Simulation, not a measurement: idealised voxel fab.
Herein follows the process module entitled voxel wiring stack.
We display cut, a cross-section 215 nm in width whose square cells are each 5 nm.
Cross-section, as written here: a square-cell grid given band by band from the top down, where a band holds one or more rows of cells.
Look at the band entry: it leads with the top's height and the bottom's height in nm. Then it lists the materials left to right, with a width in nm for each. The word "full width" on a single material says that material fills the band edge to edge. The word "blank" is empty space.
Heads up on the height convention: 0 is the point under which the incoming wafer is all one material, and the lowest band has no bottom, it just keeps going down, like "z 0 and below".
The width entry "30 to 40" should be interpreted row by row: the top row of cells in the band takes the first number, the bottom row takes the second number, and the change between adjacent rows is uniform throughout.
When a step is marked "no change", none of the cells in the cross-section changed during that step.
Enclosed voids (no open way to top), threshold 8 cells or more, entry "Listed closed voids", notation width x height at distance, distance from left edge, nm.
It should be noted that, on the line of a given step, the content following the step's settings is a remark produced by the simulator itself with respect to that step.
overlay nm: on a step with a mask, how far right of its planned place the mask lay; negative means left.
Reading guide: pairs of cross-sections, before and after one process step; after view cut off at lowest changed band; step and settings listed under each pair. Pairs may stem from different runs of this module on the same starting wafer; continuity with the pair above only where the "Pre-processing view" entry states it.

Pre-processing view
	z 40 to 20 = 40 blank; 25 Ru; 30 blank; 25 Ru; 30 blank; 25 Ru; 40 blank
	z 20 to 15 = TiN full width
	z 15 to 0 = aC full width
	z 0 and below = Si full width
	Listed closed voids: none

Result of Step
	z 40 to 20 = 40 blank; 25 Ru; 30 blank; 25 Ru; 30 blank; 25 Ru; 40 blank
	z 20 to 15 = 40 blank; 25 TiN; 30 blank; 25 TiN; 30 blank; 25 TiN; 40 blank
	No changes below 15.
	Listed closed voids: none
Transition step, before and after shown above: MASKED_ETCH with tone cover, mask id METAL_1, width nm 25, pitch nm 55, etch materials TiN, depth nm 5, overlay nm 0

Pre-processing view: we pick up right where the pair above leaves off, with its after cross-section.

Result of Step
	z 45 to 40 = 35 blank; 35 SiN; 20 blank; 35 SiN; 20 blank; 35 SiN; 35 blank
	z 40 to 20 = 35 blank; 5 SiN; 25 Ru; 5 SiN; 20 blank; 5 SiN; 25 Ru; 5 SiN; 20 blank; 5 SiN; 25 Ru; 5 SiN; 35 blank
	z 20 to 15 = 40 SiN; 25 TiN; 30 SiN; 25 TiN; 30 SiN; 25 TiN; 40 SiN
	No changes below 15.
	Listed closed voids: none
Transition step, before and after shown above: CONFORMAL_DEP with material SiN, thk nm 5

Pre-processing view: we pick up right where the pair above leaves off, with its after cross-section.

Result of Step
	z 50 to 45 = lowk full width
	z 45 to 40 = 35 lowk; 35 SiN; 20 lowk; 35 SiN; 20 lowk; 35 SiN; 35 lowk
	z 40 to 20 = 35 lowk; 5 SiN; 25 Ru; 5 SiN; 20 lowk; 5 SiN; 25 Ru; 5 SiN; 20 lowk; 5 SiN; 25 Ru; 5 SiN; 35 lowk
	No changes below 20.
	Listed closed voids: none
Transition step, before and after shown above: FILL_DEP with material lowk, thk nm 5

Pre-processing view: we pick up right where the pair above leaves off, with its after cross-section.

Result of Step
	z 40 to 20 = 35 lowk; 5 SiN; 25 Ru; 5 SiN; 20 lowk; 5 SiN; 25 Ru; 5 SiN; 20 lowk; 5 SiN; 25 Ru; 5 SiN; 35 lowk
	No changes below 20.
	Listed closed voids: none
Transition step, before and after shown above: CMP with height nm 40

Pre-processing view: we pick up right where the pair above leaves off, with its after cross-section.

Result of Step
	z 45 to 40 = SiCN full width
	No changes below 40.
	Listed closed voids: none
Transition step, before and after shown above: CONFORMAL_DEP with material SiCN, thk nm 5

Pre-processing view: we pick up right where the pair above leaves off, with its after cross-section.

Result of Step
	z 75 to 45 = SiO2 full width
	No changes below 45.
	Listed closed voids: none
Transition step, before and after shown above: DIRECTIONAL_DEP with material SiO2, thk nm 30

Pre-processing view: we pick up right where the pair above leaves off, with its after cross-section.

Result of Step
	z 90 to 75 = 40 resist; 25 blank; 30 resist; 25 blank; 30 resist; 25 blank; 40 resist
	No changes below 75.
	Listed closed voids: none
Transition step, before and after shown above: PATTERN with tone open, mask id METAL_2, material resist, width nm 25, pitch nm 55, thk nm 15, overlay nm 0

Pre-processing view: we pick up right where the pair above leaves off, with its after cross-section.

Result of Step
	z 90 to 75 = 40 resist; 25 blank; 30 resist; 25 blank; 30 resist; 25 blank; 40 resist
	z 75 to 55 = 40 SiO2; 25 blank; 30 SiO2; 25 blank; 30 SiO2; 25 blank; 40 SiO2
	No changes below 55.
	Listed closed voids: none
Transition step, before and after shown above: DIRECTIONAL_ETCH with etch materials SiO2, depth nm 20

Pre-processing view: we pick up right where the pair above leaves off, with its after cross-section.

Result of Step
	z 75 to 55 = 40 SiO2; 25 blank; 30 SiO2; 25 blank; 30 SiO2; 25 blank; 40 SiO2
	No changes below 55.
	Listed closed voids: none
Transition step, before and after shown above: STRIP with etch materials resist

Pre-processing view: we pick up right where the pair above leaves off, with its after cross-section.

Result of Step
	z 90 to 75 = 40 aC; 25 blank; 30 aC; 25 blank; 30 aC; 25 blank; 40 aC
	z 75 to 70 = 40 SiO2; 25 blank; 30 SiO2; 25 blank; 30 SiO2; 25 blank; 40 SiO2
	z 70 to 55 = 40 SiO2; 25 aC; 30 SiO2; 25 aC; 30 SiO2; 25 aC; 40 SiO2
	No changes below 55.
	Listed closed voids: none
Transition step, before and after shown above: DIRECTIONAL_DEP with material aC, thk nm 15

Pre-processing view: we pick up right where the pair above leaves off, with its after cross-section.

Result of Step
	z 120 to 90 = 40 resist; 15 blank; 40 resist; 15 blank; 40 resist; 15 blank; 50 resist
	z 90 to 75 = 40 aC; 15 blank; 10 resist; 30 aC; 15 blank; 10 resist; 30 aC; 15 blank; 10 resist; 40 aC
	z 75 to 70 = 40 SiO2; 15 blank; 10 resist; 30 SiO2; 15 blank; 10 resist; 30 SiO2; 15 blank; 10 resist; 40 SiO2
	No changes below 70.
	Listed closed voids: none
Transition step, before and after shown above: PATTERN with tone open, mask id METAL_2_HOLES, material resist, width nm 15, pitch nm 55, thk nm 30, overlay nm 0

Pre-processing view: we pick up right where the pair above leaves off, with its after cross-section.

Result of Step
	z 105 to 90 = 40 resist; 15 blank; 40 resist; 15 blank; 40 resist; 15 blank; 50 resist
	z 90 to 75 = 40 aC; 15 blank; 10 resist; 30 aC; 15 blank; 10 resist; 30 aC; 15 blank; 10 resist; 40 aC
	z 75 to 70 = 40 SiO2; 15 blank; 10 resist; 30 SiO2; 15 blank; 10 resist; 30 SiO2; 15 blank; 10 resist; 40 SiO2
	z 70 to 55 = 40 SiO2; 15 blank; 10 aC; 30 SiO2; 15 blank; 10 aC; 30 SiO2; 15 blank; 10 aC; 40 SiO2
	No changes below 55.
	Listed closed voids: none
Transition step, before and after shown above: DIRECTIONAL_ETCH with etch materials aC, depth nm 15

Pre-processing view: we pick up right where the pair above leaves off, with its after cross-section.

Result of Step
	z 90 to 75 = 40 aC; 25 blank; 30 aC; 25 blank; 30 aC; 25 blank; 40 aC
	z 75 to 70 = 40 SiO2; 25 blank; 30 SiO2; 25 blank; 30 SiO2; 25 blank; 40 SiO2
	No changes below 70.
	Listed closed voids: none
Transition step, before and after shown above: STRIP with etch materials resist

Pre-processing view: we pick up right where the pair above leaves off, with its after cross-section.

Result of Step
	z 90 to 75 = 40 aC; 25 blank; 30 aC; 25 blank; 30 aC; 25 blank; 40 aC
	z 75 to 70 = 40 SiO2; 25 blank; 30 SiO2; 25 blank; 30 SiO2; 25 blank; 40 SiO2
	z 70 to 55 = 40 SiO2; 15 blank; 10 aC; 30 SiO2; 15 blank; 10 aC; 30 SiO2; 15 blank; 10 aC; 40 SiO2
	z 55 to 45 = 40 SiO2; 15 blank; 40 SiO2; 15 blank; 40 SiO2; 15 blank; 50 SiO2
	No changes below 45.
	Listed closed voids: none
Transition step, before and after shown above: DIRECTIONAL_ETCH with etch materials SiO2, depth nm 10

Pre-processing view: we pick up right where the pair above leaves off, with its after cross-section.

Result of Step
	z 90 to 75 = 40 aC; 25 blank; 30 aC; 25 blank; 30 aC; 25 blank; 40 aC
	z 75 to 70 = 40 SiO2; 25 blank; 30 SiO2; 25 blank; 30 SiO2; 25 blank; 40 SiO2
	z 70 to 55 = 40 SiO2; 15 blank; 10 aC; 30 SiO2; 15 blank; 10 aC; 30 SiO2; 15 blank; 10 aC; 40 SiO2
	z 55 to 45 = 40 SiO2; 15 blank; 40 SiO2; 15 blank; 40 SiO2; 15 blank; 50 SiO2
	z 45 to 40 = 40 SiCN; 15 blank; 40 SiCN; 15 blank; 40 SiCN; 15 blank; 50 SiCN
	No changes below 40.
	Listed closed voids: none
Transition step, before and after shown above: DIRECTIONAL_ETCH with etch materials SiCN, depth nm 5

Pre-processing view: we pick up right where the pair above leaves off, with its after cross-section.

Result of Step
	z 75 to 55 = 40 SiO2; 25 blank; 30 SiO2; 25 blank; 30 SiO2; 25 blank; 40 SiO2
	No changes below 55.
	Listed closed voids: none
Transition step, before and after shown above: STRIP with etch materials aC

Pre-processing view: we pick up right where the pair above leaves off, with its after cross-section.

Result of Step
	z 80 to 75 = 45 TiN; 15 blank; 40 TiN; 15 blank; 40 TiN; 15 blank; 45 TiN
	z 75 to 60 = 40 SiO2; 5 TiN; 15 blank; 5 TiN; 30 SiO2; 5 TiN; 15 blank; 5 TiN; 30 SiO2; 5 TiN; 15 blank; 5 TiN; 40 SiO2
	z 60 to 55 = 40 SiO2; 5 TiN; 5 blank; 15 TiN; 30 SiO2; 5 TiN; 5 blank; 15 TiN; 30 SiO2; 5 TiN; 5 blank; 15 TiN; 40 SiO2
	z 55 to 45 = 40 SiO2; 5 TiN; 5 blank; 5 TiN; 40 SiO2; 5 TiN; 5 blank; 5 TiN; 40 SiO2; 5 TiN; 5 blank; 5 TiN; 50 SiO2
	z 45 to 40 = 40 SiCN; 15 TiN; 40 SiCN; 15 TiN; 40 SiCN; 15 TiN; 50 SiCN
	No changes below 40.
	Listed closed voids: none
Transition step, before and after shown above: CONFORMAL_DEP with material TiN, thk nm 5

Pre-processing view: we pick up right where the pair above leaves off, with its after cross-section.

Result of Step
	z 90 to 80 = Cu full width
	z 80 to 75 = 45 TiN; 15 Cu; 40 TiN; 15 Cu; 40 TiN; 15 Cu; 45 TiN
	z 75 to 60 = 40 SiO2; 5 TiN; 15 Cu; 5 TiN; 30 SiO2; 5 TiN; 15 Cu; 5 TiN; 30 SiO2; 5 TiN; 15 Cu; 5 TiN; 40 SiO2
	z 60 to 55 = 40 SiO2; 5 TiN; 5 Cu; 15 TiN; 30 SiO2; 5 TiN; 5 Cu; 15 TiN; 30 SiO2; 5 TiN; 5 Cu; 15 TiN; 40 SiO2
	z 55 to 45 = 40 SiO2; 5 TiN; 5 Cu; 5 TiN; 40 SiO2; 5 TiN; 5 Cu; 5 TiN; 40 SiO2; 5 TiN; 5 Cu; 5 TiN; 50 SiO2
	No changes below 45.
	Listed closed voids: none
Transition step, before and after shown above: FILL_DEP with material Cu, thk nm 10

Pre-processing view: we pick up right where the pair above leaves off, with its after cross-section.

Result of Step
	z 75 to 60 = 40 SiO2; 5 TiN; 15 Cu; 5 TiN; 30 SiO2; 5 TiN; 15 Cu; 5 TiN; 30 SiO2; 5 TiN; 15 Cu; 5 TiN; 40 SiO2
	No changes below 60.
	Listed closed voids: none
Transition step, before and after shown above: CMP with height nm 75

Pre-processing view: we pick up right where the pair above leaves off, with its after cross-section.

Result of Step
	z 80 to 75 = SiCN full width
	No changes below 75.
	Listed closed voids: none
Transition step, before and after shown above: CONFORMAL_DEP with material SiCN, thk nm 5

Pre-processing view
	z 75 to 45 = SiO2 full width
	z 45 to 40 = SiCN full width
	z 40 to 20 = 35 lowk; 5 SiN; 25 Ru; 5 SiN; 20 lowk; 5 SiN; 25 Ru; 5 SiN; 20 lowk; 5 SiN; 25 Ru; 5 SiN; 35 lowk
	z 20 to 15 = 40 SiN; 25 TiN; 30 SiN; 25 TiN; 30 SiN; 25 TiN; 40 SiN
	z 15 to 0 = SiO2 full width
	z 0 and below = Si full width
	Listed closed voids: none

Result of Step
	z 90 to 75 = 40 blank; 25 resist; 30 blank; 25 resist; 30 blank; 25 resist; 40 blank
	No changes below 75.
	Listed closed voids: none
Transition step, before and after shown above: PATTERN with tone cover, mask id METAL_2, material resist, width nm 25, pitch nm 55, thk nm 15, overlay nm 0

Pre-processing view: we pick up right where the pair above leaves off, with its after cross-section.

Result of Step
	z 90 to 75 = 40 blank; 25 resist; 30 blank; 25 resist; 30 blank; 25 resist; 40 blank
	z 75 to 55 = 40 blank; 25 SiO2; 30 blank; 25 SiO2; 30 blank; 25 SiO2; 40 blank
	No changes below 55.
	Listed closed voids: none
Transition step, before and after shown above: DIRECTIONAL_ETCH with etch materials SiO2, depth nm 20

Pre-processing view: we pick up right where the pair above leaves off, with its after cross-section.

Result of Step
	z 75 to 55 = 40 blank; 25 SiO2; 30 blank; 25 SiO2; 30 blank; 25 SiO2; 40 blank
	No changes below 55.
	Listed closed voids: none
Transition step, before and after shown above: STRIP with etch materials resist

Pre-processing view: we pick up right where the pair above leaves off, with its after cross-section.

Result of Step
	z 90 to 75 = 40 blank; 25 aC; 30 blank; 25 aC; 30 blank; 25 aC; 40 blank
	z 75 to 70 = 40 blank; 25 SiO2; 30 blank; 25 SiO2; 30 blank; 25 SiO2; 40 blank
	z 70 to 55 = 40 aC; 25 SiO2; 30 aC; 25 SiO2; 30 aC; 25 SiO2; 40 aC
	No changes below 55.
	Listed closed voids: none
Transition step, before and after shown above: DIRECTIONAL_DEP with material aC, thk nm 15

Pre-processing view: we pick up right where the pair above leaves off, with its after cross-section.

Result of Step
	z 120 to 90 = 40 resist; 15 blank; 40 resist; 15 blank; 40 resist; 15 blank; 50 resist
	z 90 to 75 = 40 resist; 25 aC; 30 resist; 25 aC; 30 resist; 25 aC; 40 resist
	z 75 to 70 = 40 resist; 25 SiO2; 30 resist; 25 SiO2; 30 resist; 25 SiO2; 40 resist
	No changes below 70.
	Listed closed voids: none
Transition step, before and after shown above: PATTERN with tone open, mask id METAL_2_HOLES, material resist, width nm 15, pitch nm 55, thk nm 30, overlay nm 0

Pre-processing view: we pick up right where the pair above leaves off, with its after cross-section.

Result of Step
	z 105 to 90 = 40 resist; 15 blank; 40 resist; 15 blank; 40 resist; 15 blank; 50 resist
	z 90 to 75 = 40 resist; 15 blank; 10 aC; 30 resist; 15 blank; 10 aC; 30 resist; 15 blank; 10 aC; 40 resist
	No changes below 75.
	Listed closed voids: none
Transition step, before and after shown above: DIRECTIONAL_ETCH with etch materials aC, depth nm 15

Pre-processing view: we pick up right where the pair above leaves off, with its after cross-section.

Result of Step
	z 90 to 75 = 55 blank; 10 aC; 45 blank; 10 aC; 45 blank; 10 aC; 40 blank
	z 75 to 70 = 40 blank; 25 SiO2; 30 blank; 25 SiO2; 30 blank; 25 SiO2; 40 blank
	No changes below 70.
	Listed closed voids: none
Transition step, before and after shown above: STRIP with etch materials resist

Pre-processing view: we pick up right where the pair above leaves off, with its after cross-section.

Result of Step
	z 90 to 75 = 55 blank; 10 aC; 45 blank; 10 aC; 45 blank; 10 aC; 40 blank
	z 75 to 70 = 55 blank; 10 SiO2; 45 blank; 10 SiO2; 45 blank; 10 SiO2; 40 blank
	z 70 to 65 = 40 aC; 15 blank; 10 SiO2; 30 aC; 15 blank; 10 SiO2; 30 aC; 15 blank; 10 SiO2; 40 aC
	No changes below 65.
	Listed closed voids: none
Transition step, before and after shown above: DIRECTIONAL_ETCH with etch materials SiO2, depth nm 10

Pre-processing view: we pick up right where the pair above leaves off, with its after cross-section.

Result of Step
	z 75 to 65 = 55 blank; 10 SiO2; 45 blank; 10 SiO2; 45 blank; 10 SiO2; 40 blank
	z 65 to 55 = 40 blank; 25 SiO2; 30 blank; 25 SiO2; 30 blank; 25 SiO2; 40 blank
	No changes below 55.
	Listed closed voids: none
Transition step, before and after shown above: STRIP with etch materials aC

Pre-processing view: we pick up right where the pair above leaves off, with its after cross-section.

Result of Step
	z 80 to 75 = 50 blank; 20 TiN; 35 blank; 20 TiN; 35 blank; 20 TiN; 35 blank
	z 75 to 65 = 50 to 35 blank; 5 to 20 TiN; 10 SiO2; 5 TiN; 35 to 20 blank; 5 to 20 TiN; 10 SiO2; 5 TiN; 35 to 20 blank; 5 to 20 TiN; 10 SiO2; 5 TiN; 35 blank
	z 65 to 60 = 35 blank; 5 TiN; 25 SiO2; 5 TiN; 20 blank; 5 TiN; 25 SiO2; 5 TiN; 20 blank; 5 TiN; 25 SiO2; 5 TiN; 35 blank
	z 60 to 55 = 40 TiN; 25 SiO2; 30 TiN; 25 SiO2; 30 TiN; 25 SiO2; 40 TiN
	No changes below 55.
	Listed closed voids: none
Transition step, before and after shown above: CONFORMAL_DEP with material TiN, thk nm 5

Pre-processing view: we pick up right where the pair above leaves off, with its after cross-section.

Result of Step
	z 90 to 80 = Cu full width
	z 80 to 75 = 50 Cu; 20 TiN; 35 Cu; 20 TiN; 35 Cu; 20 TiN; 35 Cu
	z 75 to 65 = 50 to 35 Cu; 5 to 20 TiN; 10 SiO2; 5 TiN; 35 to 20 Cu; 5 to 20 TiN; 10 SiO2; 5 TiN; 35 to 20 Cu; 5 to 20 TiN; 10 SiO2; 5 TiN; 35 Cu
	z 65 to 60 = 35 Cu; 5 TiN; 25 SiO2; 5 TiN; 20 Cu; 5 TiN; 25 SiO2; 5 TiN; 20 Cu; 5 TiN; 25 SiO2; 5 TiN; 35 Cu
	No changes below 60.
	Listed closed voids: none
Transition step, before and after shown above: FILL_DEP with material Cu, thk nm 10

Pre-processing view: we pick up right where the pair above leaves off, with its after cross-section.

Result of Step
	z 75 to 65 = 50 to 35 Cu; 5 to 20 TiN; 10 SiO2; 5 TiN; 35 to 20 Cu; 5 to 20 TiN; 10 SiO2; 5 TiN; 35 to 20 Cu; 5 to 20 TiN; 10 SiO2; 5 TiN; 35 Cu
	No changes below 65.
	Listed closed voids: none
Transition step, before and after shown above: CMP with height nm 75

Pre-processing view: we pick up right where the pair above leaves off, with its after cross-section.

Result of Step
	z 80 to 75 = SiCN full width
	No changes below 75.
	Listed closed voids: none
Transition step, before and after shown above: CONFORMAL_DEP with material SiCN, thk nm 5
